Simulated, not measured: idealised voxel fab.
This section sets out a process module, namely voxel self aligned vias.
Cross-section cut: width 140 nm, square cells of 5 nm.
Cross-section layout: square cells on a grid; listed as bands, top to bottom; a band spans one or more cell rows. Band: top and bottom heights (nm) first, top before bottom; then materials from left to right, widths in nm. "edge to edge" marks a sole material filling the band edge to edge. "air" denotes empty space. All heights in this document are referenced to 0, defined as the level beneath which the wafer, as received, consists entirely of one material. The lowest band is not bounded below; it extends indefinitely downward and is written in the form "0 nm and below". The two numbers in a width such as "30 to 40" mark its ends across the band: the first belongs to the top row of cells, the second to the bottom row, and from each row to the next the width moves by the same amount. For the purposes of this document, the phrase "no modification" attached to a step denotes that no cell within the cross-section was modified by that step. Voids lacking openings: empty space of 8 cells or more with no open way to the top, each as width x height at its distance from the left edge, in nm. On each step's line, the part that comes after the settings is the simulator's own comment on the step. "overlay nm" denotes, for a step that has a mask, the displacement of the mask to the right of its planned place, with negative values corresponding to the left.
-- Listed below are the process steps as planned
1. op RECEIVE | material Si
2. op CONFORMAL_DEP | material SiO2 | thk nm 10
3. op CONFORMAL_DEP | material SiCN | thk nm 5
4. op DIRECTIONAL_DEP | material lowk | thk nm 30
5. op PATTERN | tone open | mask id LINES | material resist | width nm 20 | pitch nm 45 | thk nm 20 | overlay nm 0
6. op DIRECTIONAL_ETCH | etch materials lowk | depth nm 30
7. op STRIP | etch materials resist
8. op CONFORMAL_DEP | material TiN | thk nm 5
9. op FILL_DEP | material W | thk nm 10
10. op CMP | height nm 45
11. op SELECTIVE_ETCH | etch materials W Ru TiN | depth nm 10
12. op FILL_DEP | material SiN | thk nm 5
13. op CMP | height nm 45
14. op DIRECTIONAL_DEP | material lowk | thk nm 20
15. op DIRECTIONAL_DEP | material aC | thk nm 10
16. op PATTERN | tone open | mask id VIAS | material resist | width nm 30 | pitch nm 45 | thk nm 25 | overlay nm 0
17. op DIRECTIONAL_ETCH | etch materials aC | depth nm 10
18. op STRIP | etch materials resist
19. op DIRECTIONAL_ETCH | etch materials lowk | depth nm 20
20. op DIRECTIONAL_ETCH | etch materials SiN | depth nm 10
21. op STRIP | etch materials aC
22. op CONFORMAL_DEP | material TiN | thk nm 5
23. op FILL_DEP | material Cu | thk nm 10
24. op CMP | height nm 65
25. op CONFORMAL_DEP | material SiCN | thk nm 5
-- First wafer out of two, processed as planned
-- Step 1 complete: cross-section of the wafer as received
> 0 nm and below: Si edge to edge
> Voids lacking openings: none
-- After step 2: wafer cross-section
> 10 nm to 0 nm: SiO2 edge to edge
> Below 0, no change.
-- After step 3: wafer cross-section
> 15 nm to 10 nm: SiCN edge to edge
> Below 10, no change.
-- After step 4: wafer cross-section
> 45 nm to 15 nm: lowk edge to edge
> Below 15, no change.
-- After step 5: wafer cross-section
> 65 nm to 45 nm: resist: 35 / air: 20 / resist: 25 / air: 20 / resist: 40
> Below 45, no change.
-- After step 6: wafer cross-section
> 65 nm to 45 nm: resist: 35 / air: 20 / resist: 25 / air: 20 / resist: 40
> 45 nm to 15 nm: lowk: 35 / air: 20 / lowk: 25 / air: 20 / lowk: 40
> Below 15, no change.
-- After step 7: wafer cross-section
> 45 nm to 15 nm: lowk: 35 / air: 20 / lowk: 25 / air: 20 / lowk: 40
> Below 15, no change.
-- After step 8: wafer cross-section
> 50 nm to 45 nm: TiN: 40 / air: 10 / TiN: 35 / air: 10 / TiN: 45
> 45 nm to 20 nm: lowk: 35 / TiN: 5 / air: 10 / TiN: 5 / lowk: 25 / TiN: 5 / air: 10 / TiN: 5 / lowk: 40
> 20 nm to 15 nm: lowk: 35 / TiN: 20 / lowk: 25 / TiN: 20 / lowk: 40
> Below 15, no change.
-- After step 9: wafer cross-section
> 60 nm to 50 nm: W edge to edge
> 50 nm to 45 nm: TiN: 40 / W: 10 / TiN: 35 / W: 10 / TiN: 45
> 45 nm to 20 nm: lowk: 35 / TiN: 5 / W: 10 / TiN: 5 / lowk: 25 / TiN: 5 / W: 10 / TiN: 5 / lowk: 40
> Below 20, no change.
-- After step 10: wafer cross-section
> 45 nm to 20 nm: lowk: 35 / TiN: 5 / W: 10 / TiN: 5 / lowk: 25 / TiN: 5 / W: 10 / TiN: 5 / lowk: 40
> Below 20, no change.
-- After step 11: wafer cross-section
> 45 nm to 35 nm: lowk: 35 / air: 20 / lowk: 25 / air: 20 / lowk: 40
> Below 35, no change.
-- After step 12: wafer cross-section
> 50 nm to 45 nm: SiN edge to edge
> 45 nm to 35 nm: lowk: 35 / SiN: 20 / lowk: 25 / SiN: 20 / lowk: 40
> Below 35, no change.
-- After step 13: wafer cross-section
> 45 nm to 35 nm: lowk: 35 / SiN: 20 / lowk: 25 / SiN: 20 / lowk: 40
> Below 35, no change.
-- After step 14: wafer cross-section
> 65 nm to 45 nm: lowk edge to edge
> Below 45, no change.
-- After step 15: wafer cross-section
> 75 nm to 65 nm: aC edge to edge
> Below 65, no change.
-- After step 16: wafer cross-section
> 100 nm to 75 nm: resist: 30 / air: 30 / resist: 15 / air: 30 / resist: 35
> Below 75, no change.
-- After step 17: wafer cross-section
> 90 nm to 75 nm: resist: 30 / air: 30 / resist: 15 / air: 30 / resist: 35
> 75 nm to 65 nm: aC: 30 / air: 30 / aC: 15 / air: 30 / aC: 35
> Below 65, no change.
-- After step 18: wafer cross-section
> 75 nm to 65 nm: aC: 30 / air: 30 / aC: 15 / air: 30 / aC: 35
> Below 65, no change.
-- After step 19: wafer cross-section
> 75 nm to 65 nm: aC: 30 / air: 30 / aC: 15 / air: 30 / aC: 35
> 65 nm to 45 nm: lowk: 30 / air: 30 / lowk: 15 / air: 30 / lowk: 35
> Below 45, no change.
-- After step 20: wafer cross-section
> 75 nm to 65 nm: aC: 30 / air: 30 / aC: 15 / air: 30 / aC: 35
> 65 nm to 45 nm: lowk: 30 / air: 30 / lowk: 15 / air: 30 / lowk: 35
> 45 nm to 35 nm: lowk: 35 / air: 20 / lowk: 25 / air: 20 / lowk: 40
> Below 35, no change.
-- After step 21: wafer cross-section
> 65 nm to 45 nm: lowk: 30 / air: 30 / lowk: 15 / air: 30 / lowk: 35
> Below 45, no change.
-- After step 22: wafer cross-section
> 70 nm to 65 nm: TiN: 35 / air: 20 / TiN: 25 / air: 20 / TiN: 40
> 65 nm to 50 nm: lowk: 30 / TiN: 5 / air: 20 / TiN: 5 / lowk: 15 / TiN: 5 / air: 20 / TiN: 5 / lowk: 35
> 50 nm to 40 nm: lowk: 30 to 35 / TiN: 10 to 5 / air: 10 / TiN: 10 to 5 / lowk: 15 to 25 / TiN: 10 to 5 / air: 10 / TiN: 10 to 5 / lowk: 35 to 40
> 40 nm to 35 nm: lowk: 35 / TiN: 20 / lowk: 25 / TiN: 20 / lowk: 40
> Below 35, no change.
-- After step 23: wafer cross-section
> 80 nm to 70 nm: Cu edge to edge
> 70 nm to 65 nm: TiN: 35 / Cu: 20 / TiN: 25 / Cu: 20 / TiN: 40
> 65 nm to 50 nm: lowk: 30 / TiN: 5 / Cu: 20 / TiN: 5 / lowk: 15 / TiN: 5 / Cu: 20 / TiN: 5 / lowk: 35
> 50 nm to 40 nm: lowk: 30 to 35 / TiN: 10 to 5 / Cu: 10 / TiN: 10 to 5 / lowk: 15 to 25 / TiN: 10 to 5 / Cu: 10 / TiN: 10 to 5 / lowk: 35 to 40
> Below 40, no change.
-- After step 24: wafer cross-section
> 65 nm to 50 nm: lowk: 30 / TiN: 5 / Cu: 20 / TiN: 5 / lowk: 15 / TiN: 5 / Cu: 20 / TiN: 5 / lowk: 35
> Below 50, no change.
-- After step 25: wafer cross-section
> 70 nm to 65 nm: SiCN edge to edge
> Below 65, no change.
-- The remaining wafer, second of the two, started like the first and was run to the same plan, except that one mistake was made along the way; the two coincide through step 4, inclusive
-- Here is the second wafer in cross-section at the point where step 5 of the plan should have been done
> 65 nm to 45 nm: resist: 30 / air: 30 / resist: 15 / air: 30 / resist: 35
> Below 45, no change.
-- Here is the second wafer in cross-section at the point where step 6 of the plan should have been done
> 65 nm to 45 nm: resist: 30 / air: 30 / resist: 15 / air: 30 / resist: 35
> 45 nm to 15 nm: lowk: 30 / air: 30 / lowk: 15 / air: 30 / lowk: 35
> Below 15, no change.
-- Here is the second wafer in cross-section at the point where step 7 of the plan should have been done
> 45 nm to 15 nm: lowk: 30 / air: 30 / lowk: 15 / air: 30 / lowk: 35
> Below 15, no change.
-- Here is the second wafer in cross-section at the point where step 8 of the plan should have been done
> 50 nm to 45 nm: TiN: 35 / air: 20 / TiN: 25 / air: 20 / TiN: 40
> 45 nm to 20 nm: lowk: 30 / TiN: 5 / air: 20 / TiN: 5 / lowk: 15 / TiN: 5 / air: 20 / TiN: 5 / lowk: 35
> 20 nm to 15 nm: lowk: 30 / TiN: 30 / lowk: 15 / TiN: 30 / lowk: 35
> Below 15, no change.
-- Here is the second wafer in cross-section at the point where step 9 of the plan should have been done
> 60 nm to 50 nm: W edge to edge
> 50 nm to 45 nm: TiN: 35 / W: 20 / TiN: 25 / W: 20 / TiN: 40
> 45 nm to 20 nm: lowk: 30 / TiN: 5 / W: 20 / TiN: 5 / lowk: 15 / TiN: 5 / W: 20 / TiN: 5 / lowk: 35
> Below 20, no change.
-- Here is the second wafer in cross-section at the point where step 10 of the plan should have been done
> 45 nm to 20 nm: lowk: 30 / TiN: 5 / W: 20 / TiN: 5 / lowk: 15 / TiN: 5 / W: 20 / TiN: 5 / lowk: 35
> Below 20, no change.
-- Here is the second wafer in cross-section at the point where step 11 of the plan should have been done
> 45 nm to 35 nm: lowk: 30 / air: 30 / lowk: 15 / air: 30 / lowk: 35
> Below 35, no change.
-- Here is the second wafer in cross-section at the point where step 12 of the plan should have been done
> 50 nm to 45 nm: SiN edge to edge
> 45 nm to 35 nm: lowk: 30 / SiN: 30 / lowk: 15 / SiN: 30 / lowk: 35
> Below 35, no change.
-- Here is the second wafer in cross-section at the point where step 13 of the plan should have been done
> 45 nm to 35 nm: lowk: 30 / SiN: 30 / lowk: 15 / SiN: 30 / lowk: 35
> Below 35, no change.
-- Here is the second wafer in cross-section at the point where step 14 of the plan should have been done
> 65 nm to 45 nm: lowk edge to edge
> Below 45, no change.
-- Here is the second wafer in cross-section at the point where step 15 of the plan should have been done
> 75 nm to 65 nm: aC edge to edge
> Below 65, no change.
-- Here is the second wafer in cross-section at the point where step 16 of the plan should have been done
> 100 nm to 75 nm: resist: 30 / air: 30 / resist: 15 / air: 30 / resist: 35
> Below 75, no change.
-- Here is the second wafer in cross-section at the point where step 17 of the plan should have been done
> 90 nm to 75 nm: resist: 30 / air: 30 / resist: 15 / air: 30 / resist: 35
> 75 nm to 65 nm: aC: 30 / air: 30 / aC: 15 / air: 30 / aC: 35
> Below 65, no change.
-- Here is the second wafer in cross-section at the point where step 18 of the plan should have been done
> 75 nm to 65 nm: aC: 30 / air: 30 / aC: 15 / air: 30 / aC: 35
> Below 65, no change.
-- Here is the second wafer in cross-section at the point where step 19 of the plan should have been done
> 75 nm to 65 nm: aC: 30 / air: 30 / aC: 15 / air: 30 / aC: 35
> 65 nm to 45 nm: lowk: 30 / air: 30 / lowk: 15 / air: 30 / lowk: 35
> Below 45, no change.
-- Here is the second wafer in cross-section at the point where step 20 of the plan should have been done
> 75 nm to 65 nm: aC: 30 / air: 30 / aC: 15 / air: 30 / aC: 35
> 65 nm to 35 nm: lowk: 30 / air: 30 / lowk: 15 / air: 30 / lowk: 35
> Below 35, no change.
-- Here is the second wafer in cross-section at the point where step 21 of the plan should have been done
> 65 nm to 35 nm: lowk: 30 / air: 30 / lowk: 15 / air: 30 / lowk: 35
> Below 35, no change.
-- Here is the second wafer in cross-section at the point where step 22 of the plan should have been done
> 70 nm to 65 nm: TiN: 35 / air: 20 / TiN: 25 / air: 20 / TiN: 40
> 65 nm to 40 nm: lowk: 30 / TiN: 5 / air: 20 / TiN: 5 / lowk: 15 / TiN: 5 / air: 20 / TiN: 5 / lowk: 35
> 40 nm to 35 nm: lowk: 30 / TiN: 30 / lowk: 15 / TiN: 30 / lowk: 35
> Below 35, no change.
-- Here is the second wafer in cross-section at the point where step 23 of the plan should have been done
> 80 nm to 70 nm: Cu edge to edge
> 70 nm to 65 nm: TiN: 35 / Cu: 20 / TiN: 25 / Cu: 20 / TiN: 40
> 65 nm to 40 nm: lowk: 30 / TiN: 5 / Cu: 20 / TiN: 5 / lowk: 15 / TiN: 5 / Cu: 20 / TiN: 5 / lowk: 35
> Below 40, no change.
-- Here is the second wafer in cross-section at the point where step 24 of the plan should have been done
> 65 nm to 40 nm: lowk: 30 / TiN: 5 / Cu: 20 / TiN: 5 / lowk: 15 / TiN: 5 / Cu: 20 / TiN: 5 / lowk: 35
> Below 40, no change.
-- Here is the second wafer in cross-section at the point where step 25 of the plan should have been done
> 70 nm to 65 nm: SiCN edge to edge
> Below 65, no change.
Heads up, the wafer didn't run the way we planned it: step 5 ran differently from the plan; actual operation with settings: op PATTERN | tone open | mask id LINES | material resist | width nm 30 | pitch nm 45 | thk nm 20 | overlay nm 0
In the final state, the cell counts of the second wafer exceed or fall short of those of the first for the following materials: 8 more of Cu; 4 more of TiN; 12 more of W; 24 fewer of lowk
